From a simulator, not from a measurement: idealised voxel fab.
You're looking at the process module voxel capacitor over wiring.
This is section cut - it's 145 nm across, gridded in 5 nm square cells.
Cross-section spec: square-cell grid; bands listed top down; each band is one or more rows.
The entry gives the band's vertical extent as a top height and a bottom height in nm, then its horizontal make-up as materials from left to right, each with a width in nm. "air" stands for empty space; a single material marked "throughout" fills the band edge to edge.
Heights are measured from 0, the level below which the as-received wafer is all one material; the lowest band has no bottom and continues downward, written as in "from 0 down".
Think of "30..40" as a width that walks from the first number to the second as you go down the band, top row to bottom row, taking equal-sized steps from row to row.
When a step is marked "nothing got changed", none of the cells in the cross-section changed during that step.
Basically, "Enclosed void list" tells you about the enclosed voids: empty spaces with no open way to the top, 8 cells or bigger, each written width x height at distance, where distance is from the left edge, all in nm.
Where a step's line continues beyond its settings, the continuation is a remark by the simulator itself on that step.
What "overlay nm" on a step's line means: if the step has a mask, that mask lay this far to the right of its planned place, or, when the value is negative, to the left.

PROCESS STEPS (PLANNED)
- 1: RECEIVE (material Si)
- 2: CONFORMAL_DEP (material SiO2; thk nm 15)
- 3: CONFORMAL_DEP (material SiCN; thk nm 5)
- 4: DIRECTIONAL_DEP (material lowk; thk nm 15)
- 5: PATTERN (tone open; mask id METAL_1; material resist; width nm 25; pitch nm 90; thk nm 15; overlay nm 0)
- 6: DIRECTIONAL_ETCH (etch materials lowk; depth nm 15)
- 7: DIRECTIONAL_ETCH (etch materials SiCN; depth nm 5)
- 8: STRIP (etch materials resist)
- 9: CONFORMAL_DEP (material TiN; thk nm 5)
- 10: FILL_DEP (material Ru; thk nm 5)
- 11: CMP (height nm 35)
- 12: EPI (material Ru; thk nm 5)
- 13: FILL_DEP (material SiCN; thk nm 5)
- 14: DIRECTIONAL_DEP (material lowk; thk nm 10)
- 15: MASKED_ETCH (tone open; mask id PLUG_1; width nm 15; etch materials lowk; depth nm 10; overlay nm 0)
- 16: MASKED_ETCH (tone open; mask id PLUG_1; width nm 15; etch materials SiCN; depth nm 5; overlay nm 0)
- 17: CONFORMAL_DEP (material TiN; thk nm 5)
- 18: FILL_DEP (material Ru; thk nm 5)
- 19: CMP (height nm 55)
- 20: DIRECTIONAL_DEP (material TiN; thk nm 10)
- 21: DIRECTIONAL_DEP (material SiN; thk nm 5)
- 22: DIRECTIONAL_DEP (material TiN; thk nm 5)
- 23: PATTERN (tone cover; mask id UPPER_PLATE; material resist; width nm 70; thk nm 20; overlay nm 0)
- 24: DIRECTIONAL_ETCH (etch materials TiN; depth nm 5)
- 25: DIRECTIONAL_ETCH (etch materials SiN; depth nm 5)
- 26: STRIP (etch materials resist)
- 27: MASKED_ETCH (tone cover; mask id LOWER_PLATE; width nm 80; etch materials TiN; depth nm 10; overlay nm 0)
- 28: FILL_DEP (material SiO2; thk nm 15)
- 29: CMP (height nm 85)
- 30: PATTERN (tone open; mask id PLUG_2; material resist; width nm 15; thk nm 20; overlay nm 0)
- 31: DIRECTIONAL_ETCH (etch materials SiO2; depth nm 10)
- 32: STRIP (etch materials resist)
- 33: CONFORMAL_DEP (material TiN; thk nm 5)
- 34: FILL_DEP (material Ru; thk nm 10)
- 35: CMP (height nm 85)
- 36: CONFORMAL_DEP (material SiCN; thk nm 5)

THE FIRST OF A SET OF TWO WAFERS, RUN TO PLAN

RECEIVED-STATE CROSS-SECTION, REFLECTING COMPLETION OF STEP 1
* from 0 down  Si throughout
* Enclosed void list: none

THE FOLLOWING CROSS-SECTION DEPICTS THE WAFER UPON COMPLETION OF STEP 2
* from 15 to 0  SiO2 throughout
* Everything below 0 is unchanged.

THE FOLLOWING CROSS-SECTION DEPICTS THE WAFER UPON COMPLETION OF STEP 3
* from 20 to 15  SiCN throughout
* Everything below 15 is unchanged.

THE FOLLOWING CROSS-SECTION DEPICTS THE WAFER UPON COMPLETION OF STEP 4
* from 35 to 20  lowk throughout
* Everything below 20 is unchanged.

THE FOLLOWING CROSS-SECTION DEPICTS THE WAFER UPON COMPLETION OF STEP 5
* from 50 to 35  resist=15, air=25, resist=65, air=25, resist=15
* Everything below 35 is unchanged.

THE FOLLOWING CROSS-SECTION DEPICTS THE WAFER UPON COMPLETION OF STEP 6
* from 50 to 35  resist=15, air=25, resist=65, air=25, resist=15
* from 35 to 20  lowk=15, air=25, lowk=65, air=25, lowk=15
* Everything below 20 is unchanged.

THE FOLLOWING CROSS-SECTION DEPICTS THE WAFER UPON COMPLETION OF STEP 7
* from 50 to 35  resist=15, air=25, resist=65, air=25, resist=15
* from 35 to 20  lowk=15, air=25, lowk=65, air=25, lowk=15
* from 20 to 15  SiCN=15, air=25, SiCN=65, air=25, SiCN=15
* Everything below 15 is unchanged.

THE FOLLOWING CROSS-SECTION DEPICTS THE WAFER UPON COMPLETION OF STEP 8
* from 35 to 20  lowk=15, air=25, lowk=65, air=25, lowk=15
* Everything below 20 is unchanged.

THE FOLLOWING CROSS-SECTION DEPICTS THE WAFER UPON COMPLETION OF STEP 9
* from 40 to 35  TiN=20, air=15, TiN=75, air=15, TiN=20
* from 35 to 20  lowk=15, TiN=5, air=15, TiN=5, lowk=65, TiN=5, air=15, TiN=5, lowk=15
* from 20 to 15  SiCN=15, TiN=25, SiCN=65, TiN=25, SiCN=15
* Everything below 15 is unchanged.

THE FOLLOWING CROSS-SECTION DEPICTS THE WAFER UPON COMPLETION OF STEP 10
* from 45 to 40  Ru throughout
* from 40 to 35  TiN=20, Ru=15, TiN=75, Ru=15, TiN=20
* from 35 to 20  lowk=15, TiN=5, Ru=15, TiN=5, lowk=65, TiN=5, Ru=15, TiN=5, lowk=15
* Everything below 20 is unchanged.

THE FOLLOWING CROSS-SECTION DEPICTS THE WAFER UPON COMPLETION OF STEP 11
* from 35 to 20  lowk=15, TiN=5, Ru=15, TiN=5, lowk=65, TiN=5, Ru=15, TiN=5, lowk=15
* Everything below 20 is unchanged.

THE FOLLOWING CROSS-SECTION DEPICTS THE WAFER UPON COMPLETION OF STEP 12
* from 40 to 35  air=10, Ru=35, air=55, Ru=35, air=10
* Everything below 35 is unchanged.

THE FOLLOWING CROSS-SECTION DEPICTS THE WAFER UPON COMPLETION OF STEP 13
* from 45 to 40  SiCN throughout
* from 40 to 35  SiCN=10, Ru=35, SiCN=55, Ru=35, SiCN=10
* Everything below 35 is unchanged.

THE FOLLOWING CROSS-SECTION DEPICTS THE WAFER UPON COMPLETION OF STEP 14
* from 55 to 45  lowk throughout
* Everything below 45 is unchanged.

THE FOLLOWING CROSS-SECTION DEPICTS THE WAFER UPON COMPLETION OF STEP 15
* from 55 to 45  lowk=25, air=15, lowk=105
* Everything below 45 is unchanged.

THE FOLLOWING CROSS-SECTION DEPICTS THE WAFER UPON COMPLETION OF STEP 16
* from 55 to 45  lowk=25, air=15, lowk=105
* from 45 to 40  SiCN=25, air=15, SiCN=105
* Everything below 40 is unchanged.

THE FOLLOWING CROSS-SECTION DEPICTS THE WAFER UPON COMPLETION OF STEP 17
* from 60 to 55  TiN=30, air=5, TiN=110
* from 55 to 45  lowk=25, TiN=5, air=5, TiN=5, lowk=105
* from 45 to 40  SiCN=25, TiN=15, SiCN=105
* Everything below 40 is unchanged.

THE FOLLOWING CROSS-SECTION DEPICTS THE WAFER UPON COMPLETION OF STEP 18
* from 65 to 60  Ru throughout
* from 60 to 55  TiN=30, Ru=5, TiN=110
* from 55 to 45  lowk=25, TiN=5, Ru=5, TiN=5, lowk=105
* Everything below 45 is unchanged.

THE FOLLOWING CROSS-SECTION DEPICTS THE WAFER UPON COMPLETION OF STEP 19
* from 55 to 45  lowk=25, TiN=5, Ru=5, TiN=5, lowk=105
* Everything below 45 is unchanged.

THE FOLLOWING CROSS-SECTION DEPICTS THE WAFER UPON COMPLETION OF STEP 20
* from 65 to 55  TiN throughout
* Everything below 55 is unchanged.

THE FOLLOWING CROSS-SECTION DEPICTS THE WAFER UPON COMPLETION OF STEP 21
* from 70 to 65  SiN throughout
* Everything below 65 is unchanged.

THE FOLLOWING CROSS-SECTION DEPICTS THE WAFER UPON COMPLETION OF STEP 22
* from 75 to 70  TiN throughout
* Everything below 70 is unchanged.

THE FOLLOWING CROSS-SECTION DEPICTS THE WAFER UPON COMPLETION OF STEP 23
* from 95 to 75  air=25, resist=70, air=50
* Everything below 75 is unchanged.

THE FOLLOWING CROSS-SECTION DEPICTS THE WAFER UPON COMPLETION OF STEP 24
* from 95 to 75  air=25, resist=70, air=50
* from 75 to 70  air=25, TiN=70, air=50
* Everything below 70 is unchanged.

THE FOLLOWING CROSS-SECTION DEPICTS THE WAFER UPON COMPLETION OF STEP 25
* from 95 to 75  air=25, resist=70, air=50
* from 75 to 70  air=25, TiN=70, air=50
* from 70 to 65  air=25, SiN=70, air=50
* Everything below 65 is unchanged.

THE FOLLOWING CROSS-SECTION DEPICTS THE WAFER UPON COMPLETION OF STEP 26
* from 75 to 70  air=25, TiN=70, air=50
* Everything below 70 is unchanged.

THE FOLLOWING CROSS-SECTION DEPICTS THE WAFER UPON COMPLETION OF STEP 27
* from 75 to 70  air=25, TiN=70, air=50
* from 70 to 65  air=25, SiN=70, air=50
* from 65 to 55  air=20, TiN=80, air=45
* Everything below 55 is unchanged.

THE FOLLOWING CROSS-SECTION DEPICTS THE WAFER UPON COMPLETION OF STEP 28
* from 90 to 75  SiO2 throughout
* from 75 to 70  SiO2=25, TiN=70, SiO2=50
* from 70 to 65  SiO2=25, SiN=70, SiO2=50
* from 65 to 55  SiO2=20, TiN=80, SiO2=45
* Everything below 55 is unchanged.

THE FOLLOWING CROSS-SECTION DEPICTS THE WAFER UPON COMPLETION OF STEP 29
* from 85 to 75  SiO2 throughout
* Everything below 75 is unchanged.

THE FOLLOWING CROSS-SECTION DEPICTS THE WAFER UPON COMPLETION OF STEP 30
* from 105 to 85  resist=35, air=15, resist=95
* Everything below 85 is unchanged.

THE FOLLOWING CROSS-SECTION DEPICTS THE WAFER UPON COMPLETION OF STEP 31
* from 105 to 85  resist=35, air=15, resist=95
* from 85 to 75  SiO2=35, air=15, SiO2=95
* Everything below 75 is unchanged.

THE FOLLOWING CROSS-SECTION DEPICTS THE WAFER UPON COMPLETION OF STEP 32
* from 85 to 75  SiO2=35, air=15, SiO2=95
* Everything below 75 is unchanged.

THE FOLLOWING CROSS-SECTION DEPICTS THE WAFER UPON COMPLETION OF STEP 33
* from 90 to 85  TiN=40, air=5, TiN=100
* from 85 to 80  SiO2=35, TiN=5, air=5, TiN=5, SiO2=95
* from 80 to 70  SiO2=35..25, TiN=15..70, SiO2=95..50
* Everything below 70 is unchanged.

THE FOLLOWING CROSS-SECTION DEPICTS THE WAFER UPON COMPLETION OF STEP 34
* from 100 to 90  Ru throughout
* from 90 to 85  TiN=40, Ru=5, TiN=100
* from 85 to 80  SiO2=35, TiN=5, Ru=5, TiN=5, SiO2=95
* Everything below 80 is unchanged.

THE FOLLOWING CROSS-SECTION DEPICTS THE WAFER UPON COMPLETION OF STEP 35
* from 85 to 80  SiO2=35, TiN=5, Ru=5, TiN=5, SiO2=95
* Everything below 80 is unchanged.

THE FOLLOWING CROSS-SECTION DEPICTS THE WAFER UPON COMPLETION OF STEP 36
* from 90 to 85  SiCN throughout
* Everything below 85 is unchanged.

COMPANION WAFER, THE SECOND OF TWO: SAME BEGINNING, SAME INTENDED SEQUENCE, ONE MISTAKE IN CARRYING IT OUT; THROUGH STEP 26 INCLUSIVE IT TRACKS THE FIRST EXACTLY

SECOND WAFER, CUT VIEW, END OF STEP 27 PER PLAN
* from 70 to 65  air=25, SiN=70, air=50
* from 65 to 55  TiN=20, air=5, TiN=70, air=5, TiN=45
* Everything below 55 is unchanged.

SECOND WAFER, CUT VIEW, END OF STEP 28 PER PLAN
* from 85 to 70  SiO2 throughout
* from 70 to 65  SiO2=25, SiN=70, SiO2=50
* from 65 to 55  TiN=20, SiO2=5, TiN=70, SiO2=5, TiN=45
* Everything below 55 is unchanged.

Second wafer, cut view, end of step 29 per plan: nothing got changed

SECOND WAFER, CUT VIEW, END OF STEP 30 PER PLAN
* from 105 to 85  resist=35, air=15, resist=95
* Everything below 85 is unchanged.

SECOND WAFER, CUT VIEW, END OF STEP 31 PER PLAN
* from 105 to 85  resist=35, air=15, resist=95
* from 85 to 75  SiO2=35, air=15, SiO2=95
* Everything below 75 is unchanged.

SECOND WAFER, CUT VIEW, END OF STEP 32 PER PLAN
* from 85 to 75  SiO2=35, air=15, SiO2=95
* Everything below 75 is unchanged.

SECOND WAFER, CUT VIEW, END OF STEP 33 PER PLAN
* from 90 to 85  TiN=40, air=5, TiN=100
* from 85 to 80  SiO2=35, TiN=5, air=5, TiN=5, SiO2=95
* from 80 to 75  SiO2=35, TiN=15, SiO2=95
* Everything below 75 is unchanged.

SECOND WAFER, CUT VIEW, END OF STEP 34 PER PLAN
* from 100 to 90  Ru throughout
* from 90 to 85  TiN=40, Ru=5, TiN=100
* from 85 to 80  SiO2=35, TiN=5, Ru=5, TiN=5, SiO2=95
* Everything below 80 is unchanged.

SECOND WAFER, CUT VIEW, END OF STEP 35 PER PLAN
* from 85 to 80  SiO2=35, TiN=5, Ru=5, TiN=5, SiO2=95
* Everything below 80 is unchanged.

SECOND WAFER, CUT VIEW, END OF STEP 36 PER PLAN
* from 90 to 85  SiCN throughout
* Everything below 85 is unchanged.
What was the processing mistake? so step 27 ended up running with a different setting than we planned, it ran as MASKED_ETCH (tone open; mask id LOWER_PLATE; width nm 80; etch materials TiN; depth nm 10; overlay nm 0)
Final difference in cells, second wafer against first, listed per material as more or fewer: -8 SiO2, +8 TiN
